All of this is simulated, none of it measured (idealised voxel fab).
Process module name: voxel local oxidation
Cross-section cut spans 205 nm and uses square cells 5 nm in size.
Cross-section format: a grid of square cells, given as bands from top to bottom; each band is one or more rows of cells. Read a band's entry like this: the first values are the height of its top and the height of its bottom in nm, and what follows is the sequence of materials from left to right, each with its width in nm. Note that "empty" is empty space, and that a single material marked "all across" reaches across the band from edge to edge. Zero point of the height axis is 0; under it, received wafer = one material. Lowest band: continues down indefinitely, "z 0 and below". When a width is written as two numbers, as in "30 to 40", the first number is the width in the top row of cells of the band and the second is the width in its bottom row, and the width changes by the same amount from each row to the next. What does "stayed the same" mean for a step? It means no cell of the cross-section changed in that step. Closed cavities: empty space of 8 cells or more with no open way to the top, each as width x height at its distance from the left edge, in nm. Post-settings text on a step line: simulator's own remark regarding the step. Regarding "overlay nm": on a step with a mask, it is the distance the mask lay to the right of its planned place; a negative value places it to the left.
Process steps foreseen in the plan:
- 1: RECEIVE with material Si
- 2: OXIDIZE with depth nm 5
- 3: CONFORMAL_DEP with material SiN, thk nm 10
- 4: MASKED_ETCH with tone cover, mask id ACTIVE, width nm 100, etch materials SiN, depth nm 10, overlay nm 0
- 5: SELECTIVE_ETCH with etch materials SiO2, depth nm 5
- 6: OXIDIZE with depth nm 10
- 7: STRIP with etch materials SiN
Cross-section of the wafer at receipt, which is the condition after step 1:
z 0 and below | Si all across
Closed cavities: none
End-of-module cross-section of the first of two wafers, processed as planned:
z 0 to -5 | 55 of empty, 90 of SiO2, 60 of empty
z -5 to -15 | 65 of SiO2, 70 of Si, 70 of SiO2
z -15 and below | Si all across
Closed cavities: none
Here's the second of our two wafers sectioned at module end. Same start as the first, same plan, but one mistake got made running it:
z 0 to -5 | 55 of empty, 90 of SiO2, 60 of empty
z -5 to -15 | SiO2 all across
z -15 and below | Si all across
Closed cavities: none
Finding, execution versus plan: step 2 off recipe, ran as OXIDIZE with depth nm 15
Once processing is complete, comparing cell counts shows that the second wafer has more or fewer of certain materials than the first: Si: 28 fewer; SiO2: 28 more
